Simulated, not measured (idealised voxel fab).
process module | voxel transistor to metal
cross-section cut | 210 nm wide | cells 5 nm
A cross-section is a grid of square cells, given in bands from the top down. A band is one or more rows of cells.
Each band's line starts with the height of the band's top and of its bottom, in nm. Then come its materials from left to right, each with its width in nm. One material with "throughout" fills the band from edge to edge. "air" is empty space.
Height 0 is the level under which the wafer as received is all one material. The lowest band goes on downwards, as in "0 down".
A width such as "30 to 40" changes by the same amount from each row of cells to the next, from the band's top row to its bottom row.
"no change" after a step means that no cell of the cross-section changed.
closed voids: empty space of 8 cells or more with no open way to the top, each as width x height at its distance from the left edge, in nm
after a step's settings: what the simulator itself notes on the step
overlay nm, on a step with a mask: how far to the right of its planned place the mask lay; to the left if negative
plan
1 op RECEIVE | material Si
2 op CONFORMAL_DEP | material SiO2 | thk nm 5
3 op CONFORMAL_DEP | material SiN | thk nm 15
4 op MASKED_ETCH | tone cover | mask id ACTIVE | width nm 100 | etch materials SiN | depth nm 15 | overlay nm 0
5 op MASKED_ETCH | tone cover | mask id ACTIVE | width nm 100 | etch materials SiO2 | depth nm 5 | overlay nm 0
6 op MASKED_ETCH | tone cover | mask id ACTIVE | width nm 100 | etch materials Si | depth nm 25 | overlay nm 0
7 op OXIDIZE | depth nm 5
8 op FILL_DEP | material SiO2 | thk nm 10
9 op CMP | height nm 20
10 op SELECTIVE_ETCH | etch materials SiO2 | depth nm 15
11 op STRIP | etch materials SiN
12 op SELECTIVE_ETCH | etch materials SiO2 | depth nm 5
13 op OXIDIZE | depth nm 5
14 op DIRECTIONAL_DEP | material polySi | thk nm 30
15 op DIRECTIONAL_DEP | material SiCN | thk nm 10
16 op MASKED_ETCH | tone cover | mask id GATE | width nm 20 | etch materials SiCN | depth nm 20 | overlay nm 0
17 op MASKED_ETCH | tone cover | mask id GATE | width nm 20 | etch materials polySi | depth nm 40 | overlay nm 0
18 op CONFORMAL_DEP | material SiO2 | thk nm 5
19 op DIRECTIONAL_ETCH | etch materials SiO2 | depth nm 5
20 op CONFORMAL_DEP | material SiN | thk nm 5
21 op DIRECTIONAL_ETCH | etch materials SiN | depth nm 5
22 op DIRECTIONAL_ETCH | etch materials SiO2 | depth nm 5
23 op DIRECTIONAL_ETCH | etch materials Si | depth nm 15
24 op EPI | material nSi | thk nm 20
25 op FILL_DEP | material SiO2 | thk nm 5
26 op CMP | height nm 40
27 op DIRECTIONAL_DEP | material SiO2 | thk nm 10
28 op DIRECTIONAL_DEP | material aC | thk nm 10
29 op PATTERN | tone open | mask id CONTACT | material resist | width nm 15 | pitch nm 75 | thk nm 25 | overlay nm 0
30 op DIRECTIONAL_ETCH | etch materials aC | depth nm 10
31 op STRIP | etch materials resist
32 op DIRECTIONAL_ETCH | etch materials SiO2 | depth nm 50
33 op STRIP | etch materials aC
34 op CONFORMAL_DEP | material TiN | thk nm 5
35 op FILL_DEP | material Ru | thk nm 5
36 op CMP | height nm 50
37 op CONFORMAL_DEP | material SiCN | thk nm 5
38 op DIRECTIONAL_DEP | material lowk | thk nm 20
39 op MASKED_ETCH | tone open | mask id METAL_1 | width nm 15 | pitch nm 75 | etch materials lowk | depth nm 20 | overlay nm 0
40 op MASKED_ETCH | tone open | mask id METAL_1 | width nm 15 | pitch nm 75 | etch materials SiCN | depth nm 5 | overlay nm 0
41 op CONFORMAL_DEP | material TiN | thk nm 5
42 op FILL_DEP | material Cu | thk nm 5
43 op CMP | height nm 75
44 op CONFORMAL_DEP | material SiCN | thk nm 5
first wafer, as planned
as received, after step 1
  0 down: Si throughout
  closed voids: none
after step 2
  5 to 0: SiO2 throughout
  below 0: unchanged
after step 3
  20 to 5: SiN throughout
  below 5: unchanged
after step 4
  20 to 5: air 55 | SiN 100 | air 55
  below 5: unchanged
after step 5
  20 to 5: air 55 | SiN 100 | air 55
  5 to 0: air 55 | SiO2 100 | air 55
  below 0: unchanged
after step 6
  20 to 5: air 55 | SiN 100 | air 55
  5 to 0: air 55 | SiO2 100 | air 55
  0 to -25: air 55 | Si 100 | air 55
  below -25: unchanged
after step 7
  20 to 5: air 55 | SiN 100 | air 55
  5 to 0: air 55 | SiO2 100 | air 55
  0 to -25: air 55 | SiO2 5 | Si 90 | SiO2 5 | air 55
  -25 to -30: SiO2 60 | Si 90 | SiO2 60
  below -30: unchanged
after step 8
  30 to 20: SiO2 throughout
  20 to 5: SiO2 55 | SiN 100 | SiO2 55
  5 to 0: SiO2 throughout
  0 to -30: SiO2 60 | Si 90 | SiO2 60
  below -30: unchanged
after step 9
  20 to 5: SiO2 55 | SiN 100 | SiO2 55
  below 5: unchanged
after step 10
  20 to 5: air 55 | SiN 100 | air 55
  below 5: unchanged
after step 11
  5 to 0: SiO2 throughout
  below 0: unchanged
after step 12
  0 to -30: SiO2 60 | Si 90 | SiO2 60
  below -30: unchanged
after step 13
  0 to -5: SiO2 throughout
  below -5: unchanged
after step 14
  30 to 0: polySi throughout
  below 0: unchanged
after step 15
  40 to 30: SiCN throughout
  below 30: unchanged
after step 16
  40 to 30: air 95 | SiCN 20 | air 95
  below 30: unchanged
after step 17
  40 to 30: air 95 | SiCN 20 | air 95
  30 to 0: air 95 | polySi 20 | air 95
  below 0: unchanged
after step 18
  45 to 40: air 90 | SiO2 30 | air 90
  40 to 30: air 90 | SiO2 5 | SiCN 20 | SiO2 5 | air 90
  30 to 5: air 90 | SiO2 5 | polySi 20 | SiO2 5 | air 90
  5 to 0: SiO2 95 | polySi 20 | SiO2 95
  below 0: unchanged
after step 19
  40 to 30: air 90 | SiO2 5 | SiCN 20 | SiO2 5 | air 90
  30 to 0: air 90 | SiO2 5 | polySi 20 | SiO2 5 | air 90
  below 0: unchanged
after step 20
  45 to 40: air 85 | SiN 40 | air 85
  40 to 30: air 85 | SiN 5 | SiO2 5 | SiCN 20 | SiO2 5 | SiN 5 | air 85
  30 to 5: air 85 | SiN 5 | SiO2 5 | polySi 20 | SiO2 5 | SiN 5 | air 85
  5 to 0: SiN 90 | SiO2 5 | polySi 20 | SiO2 5 | SiN 90
  below 0: unchanged
after step 21
  40 to 30: air 85 | SiN 5 | SiO2 5 | SiCN 20 | SiO2 5 | SiN 5 | air 85
  30 to 0: air 85 | SiN 5 | SiO2 5 | polySi 20 | SiO2 5 | SiN 5 | air 85
  below 0: unchanged
after step 22
  40 to 35: air 85 | SiN 5 | air 5 | SiCN 20 | air 5 | SiN 5 | air 85
  35 to 30: air 85 | SiN 5 | SiO2 5 | SiCN 20 | SiO2 5 | SiN 5 | air 85
  30 to 0: air 85 | SiN 5 | SiO2 5 | polySi 20 | SiO2 5 | SiN 5 | air 85
  0 to -5: air 85 | SiO2 40 | air 85
  below -5: unchanged
after step 23
  40 to 35: air 85 | SiN 5 | air 5 | SiCN 20 | air 5 | SiN 5 | air 85
  35 to 30: air 85 | SiN 5 | SiO2 5 | SiCN 20 | SiO2 5 | SiN 5 | air 85
  30 to 0: air 85 | SiN 5 | SiO2 5 | polySi 20 | SiO2 5 | SiN 5 | air 85
  0 to -5: air 85 | SiO2 40 | air 85
  -5 to -20: SiO2 60 | air 25 | Si 40 | air 25 | SiO2 60
  below -20: unchanged
after step 24
  40 to 35: air 85 | SiN 5 | air 5 | SiCN 20 | air 5 | SiN 5 | air 85
  35 to 30: air 85 | SiN 5 | SiO2 5 | SiCN 20 | SiO2 5 | SiN 5 | air 85
  30 to 15: air 85 | SiN 5 | SiO2 5 | polySi 20 | SiO2 5 | SiN 5 | air 85
  15 to 0: air 65 | nSi 20 | SiN 5 | SiO2 5 | polySi 20 | SiO2 5 | SiN 5 | nSi 20 | air 65
  0 to -5: air 55 | nSi 30 | SiO2 40 | nSi 30 | air 55
  -5 to -20: SiO2 60 | nSi 25 | Si 40 | nSi 25 | SiO2 60
  below -20: unchanged
after step 25
  45 to 40: SiO2 throughout
  40 to 30: SiO2 85 | SiN 5 | SiO2 5 | SiCN 20 | SiO2 5 | SiN 5 | SiO2 85
  30 to 15: SiO2 85 | SiN 5 | SiO2 5 | polySi 20 | SiO2 5 | SiN 5 | SiO2 85
  15 to 0: SiO2 65 | nSi 20 | SiN 5 | SiO2 5 | polySi 20 | SiO2 5 | SiN 5 | nSi 20 | SiO2 65
  0 to -5: SiO2 55 | nSi 30 | SiO2 40 | nSi 30 | SiO2 55
  below -5: unchanged
after step 26
  40 to 30: SiO2 85 | SiN 5 | SiO2 5 | SiCN 20 | SiO2 5 | SiN 5 | SiO2 85
  below 30: unchanged
after step 27
  50 to 40: SiO2 throughout
  below 40: unchanged
after step 28
  60 to 50: aC throughout
  below 50: unchanged
after step 29
  85 to 60: resist 60 | air 15 | resist 60 | air 15 | resist 60
  below 60: unchanged
after step 30
  75 to 60: resist 60 | air 15 | resist 60 | air 15 | resist 60
  60 to 50: aC 60 | air 15 | aC 60 | air 15 | aC 60
  below 50: unchanged
after step 31
  60 to 50: aC 60 | air 15 | aC 60 | air 15 | aC 60
  below 50: unchanged
after step 32
  60 to 50: aC 60 | air 15 | aC 60 | air 15 | aC 60
  50 to 40: SiO2 60 | air 15 | SiO2 60 | air 15 | SiO2 60
  40 to 30: SiO2 60 | air 15 | SiO2 10 | SiN 5 | SiO2 5 | SiCN 20 | SiO2 5 | SiN 5 | SiO2 10 | air 15 | SiO2 60
  30 to 15: SiO2 60 | air 15 | SiO2 10 | SiN 5 | SiO2 5 | polySi 20 | SiO2 5 | SiN 5 | SiO2 10 | air 15 | SiO2 60
  15 to 0: SiO2 60 | air 5 | nSi 20 | SiN 5 | SiO2 5 | polySi 20 | SiO2 5 | SiN 5 | nSi 20 | air 5 | SiO2 60
  below 0: unchanged
after step 33
  50 to 40: SiO2 60 | air 15 | SiO2 60 | air 15 | SiO2 60
  below 40: unchanged
after step 34
  55 to 50: TiN 65 | air 5 | TiN 70 | air 5 | TiN 65
  50 to 40: SiO2 60 | TiN 5 | air 5 | TiN 5 | SiO2 60 | TiN 5 | air 5 | TiN 5 | SiO2 60
  40 to 30: SiO2 60 | TiN 5 | air 5 | TiN 5 | SiO2 10 | SiN 5 | SiO2 5 | SiCN 20 | SiO2 5 | SiN 5 | SiO2 10 | TiN 5 | air 5 | TiN 5 | SiO2 60
  30 to 20: SiO2 60 | TiN 5 | air 5 | TiN 5 | SiO2 10 | SiN 5 | SiO2 5 | polySi 20 | SiO2 5 | SiN 5 | SiO2 10 | TiN 5 | air 5 | TiN 5 | SiO2 60
  20 to 15: SiO2 60 | TiN 15 | SiO2 10 | SiN 5 | SiO2 5 | polySi 20 | SiO2 5 | SiN 5 | SiO2 10 | TiN 15 | SiO2 60
  15 to 0: SiO2 60 | TiN 5 | nSi 20 | SiN 5 | SiO2 5 | polySi 20 | SiO2 5 | SiN 5 | nSi 20 | TiN 5 | SiO2 60
  below 0: unchanged
after step 35
  60 to 55: Ru throughout
  55 to 50: TiN 65 | Ru 5 | TiN 70 | Ru 5 | TiN 65
  50 to 40: SiO2 60 | TiN 5 | Ru 5 | TiN 5 | SiO2 60 | TiN 5 | Ru 5 | TiN 5 | SiO2 60
  40 to 30: SiO2 60 | TiN 5 | Ru 5 | TiN 5 | SiO2 10 | SiN 5 | SiO2 5 | SiCN 20 | SiO2 5 | SiN 5 | SiO2 10 | TiN 5 | Ru 5 | TiN 5 | SiO2 60
  30 to 20: SiO2 60 | TiN 5 | Ru 5 | TiN 5 | SiO2 10 | SiN 5 | SiO2 5 | polySi 20 | SiO2 5 | SiN 5 | SiO2 10 | TiN 5 | Ru 5 | TiN 5 | SiO2 60
  below 20: unchanged
after step 36
  50 to 40: SiO2 60 | TiN 5 | Ru 5 | TiN 5 | SiO2 60 | TiN 5 | Ru 5 | TiN 5 | SiO2 60
  below 40: unchanged
after step 37
  55 to 50: SiCN throughout
  below 50: unchanged
after step 38
  75 to 55: lowk throughout
  below 55: unchanged
after step 39
  75 to 55: lowk 60 | air 15 | lowk 60 | air 15 | lowk 60
  below 55: unchanged
after step 40
  75 to 55: lowk 60 | air 15 | lowk 60 | air 15 | lowk 60
  55 to 50: SiCN 60 | air 15 | SiCN 60 | air 15 | SiCN 60
  below 50: unchanged
after step 41
  80 to 75: TiN 65 | air 5 | TiN 70 | air 5 | TiN 65
  75 to 55: lowk 60 | TiN 5 | air 5 | TiN 5 | lowk 60 | TiN 5 | air 5 | TiN 5 | lowk 60
  55 to 50: SiCN 60 | TiN 15 | SiCN 60 | TiN 15 | SiCN 60
  below 50: unchanged
after step 42
  85 to 80: Cu throughout
  80 to 75: TiN 65 | Cu 5 | TiN 70 | Cu 5 | TiN 65
  75 to 55: lowk 60 | TiN 5 | Cu 5 | TiN 5 | lowk 60 | TiN 5 | Cu 5 | TiN 5 | lowk 60
  below 55: unchanged
after step 43
  75 to 55: lowk 60 | TiN 5 | Cu 5 | TiN 5 | lowk 60 | TiN 5 | Cu 5 | TiN 5 | lowk 60
  below 55: unchanged
after step 44
  80 to 75: SiCN throughout
  below 75: unchanged
second wafer: like start, like plan, one mistake. Through step 23 it matches the first wafer
when step 24 should have ended
  40 to 35: air 85 | SiN 5 | air 5 | SiCN 20 | air 5 | SiN 5 | air 85
  35 to 30: air 45 | nSi 40 | SiN 5 | SiO2 5 | SiCN 20 | SiO2 5 | SiN 5 | nSi 40 | air 45
  30 to 20: air 45 | nSi 40 | SiN 5 | SiO2 5 | polySi 20 | SiO2 5 | SiN 5 | nSi 40 | air 45
  20 to 0: air 35 | nSi 50 | SiN 5 | SiO2 5 | polySi 20 | SiO2 5 | SiN 5 | nSi 50 | air 35
  0 to -5: air 35 | nSi 50 | SiO2 40 | nSi 50 | air 35
  -5 to -20: SiO2 60 | nSi 25 | Si 40 | nSi 25 | SiO2 60
  below -20: unchanged
when step 25 should have ended
  45 to 40: SiO2 throughout
  40 to 35: SiO2 85 | SiN 5 | SiO2 5 | SiCN 20 | SiO2 5 | SiN 5 | SiO2 85
  35 to 30: SiO2 45 | nSi 40 | SiN 5 | SiO2 5 | SiCN 20 | SiO2 5 | SiN 5 | nSi 40 | SiO2 45
  30 to 20: SiO2 45 | nSi 40 | SiN 5 | SiO2 5 | polySi 20 | SiO2 5 | SiN 5 | nSi 40 | SiO2 45
  20 to 0: SiO2 35 | nSi 50 | SiN 5 | SiO2 5 | polySi 20 | SiO2 5 | SiN 5 | nSi 50 | SiO2 35
  0 to -5: SiO2 35 | nSi 50 | SiO2 40 | nSi 50 | SiO2 35
  below -5: unchanged
when step 26 should have ended
  40 to 35: SiO2 85 | SiN 5 | SiO2 5 | SiCN 20 | SiO2 5 | SiN 5 | SiO2 85
  below 35: unchanged
when step 27 should have ended
  50 to 40: SiO2 throughout
  below 40: unchanged
when step 28 should have ended
  60 to 50: aC throughout
  below 50: unchanged
when step 29 should have ended
  85 to 60: resist 60 | air 15 | resist 60 | air 15 | resist 60
  below 60: unchanged
when step 30 should have ended
  75 to 60: resist 60 | air 15 | resist 60 | air 15 | resist 60
  60 to 50: aC 60 | air 15 | aC 60 | air 15 | aC 60
  below 50: unchanged
when step 31 should have ended
  60 to 50: aC 60 | air 15 | aC 60 | air 15 | aC 60
  below 50: unchanged
when step 32 should have ended
  60 to 50: aC 60 | air 15 | aC 60 | air 15 | aC 60
  50 to 40: SiO2 60 | air 15 | SiO2 60 | air 15 | SiO2 60
  40 to 35: SiO2 60 | air 15 | SiO2 10 | SiN 5 | SiO2 5 | SiCN 20 | SiO2 5 | SiN 5 | SiO2 10 | air 15 | SiO2 60
  below 35: unchanged
when step 33 should have ended
  50 to 40: SiO2 60 | air 15 | SiO2 60 | air 15 | SiO2 60
  below 40: unchanged
when step 34 should have ended
  55 to 50: TiN 65 | air 5 | TiN 70 | air 5 | TiN 65
  50 to 40: SiO2 60 | TiN 5 | air 5 | TiN 5 | SiO2 60 | TiN 5 | air 5 | TiN 5 | SiO2 60
  40 to 35: SiO2 60 | TiN 15 | SiO2 10 | SiN 5 | SiO2 5 | SiCN 20 | SiO2 5 | SiN 5 | SiO2 10 | TiN 15 | SiO2 60
  below 35: unchanged
when step 35 should have ended
  60 to 55: Ru throughout
  55 to 50: TiN 65 | Ru 5 | TiN 70 | Ru 5 | TiN 65
  50 to 40: SiO2 60 | TiN 5 | Ru 5 | TiN 5 | SiO2 60 | TiN 5 | Ru 5 | TiN 5 | SiO2 60
  below 40: unchanged
when step 36 should have ended
  50 to 40: SiO2 60 | TiN 5 | Ru 5 | TiN 5 | SiO2 60 | TiN 5 | Ru 5 | TiN 5 | SiO2 60
  below 40: unchanged
when step 37 should have ended
  55 to 50: SiCN throughout
  below 50: unchanged
when step 38 should have ended
  75 to 55: lowk throughout
  below 55: unchanged
when step 39 should have ended
  75 to 55: lowk 60 | air 15 | lowk 60 | air 15 | lowk 60
  below 55: unchanged
when step 40 should have ended
  75 to 55: lowk 60 | air 15 | lowk 60 | air 15 | lowk 60
  55 to 50: SiCN 60 | air 15 | SiCN 60 | air 15 | SiCN 60
  below 50: unchanged
when step 41 should have ended
  80 to 75: TiN 65 | air 5 | TiN 70 | air 5 | TiN 65
  75 to 55: lowk 60 | TiN 5 | air 5 | TiN 5 | lowk 60 | TiN 5 | air 5 | TiN 5 | lowk 60
  55 to 50: SiCN 60 | TiN 15 | SiCN 60 | TiN 15 | SiCN 60
  below 50: unchanged
when step 42 should have ended
  85 to 80: Cu throughout
  80 to 75: TiN 65 | Cu 5 | TiN 70 | Cu 5 | TiN 65
  75 to 55: lowk 60 | TiN 5 | Cu 5 | TiN 5 | lowk 60 | TiN 5 | Cu 5 | TiN 5 | lowk 60
  below 55: unchanged
when step 43 should have ended
  75 to 55: lowk 60 | TiN 5 | Cu 5 | TiN 5 | lowk 60 | TiN 5 | Cu 5 | TiN 5 | lowk 60
  below 55: unchanged
when step 44 should have ended
  80 to 75: SiCN throughout
  below 75: unchanged
what went wrong: step 24 was run twice
at the end the second wafer has, in cells: 8 fewer of Ru | 82 fewer of SiO2 | 22 fewer of TiN | 112 more of nSi
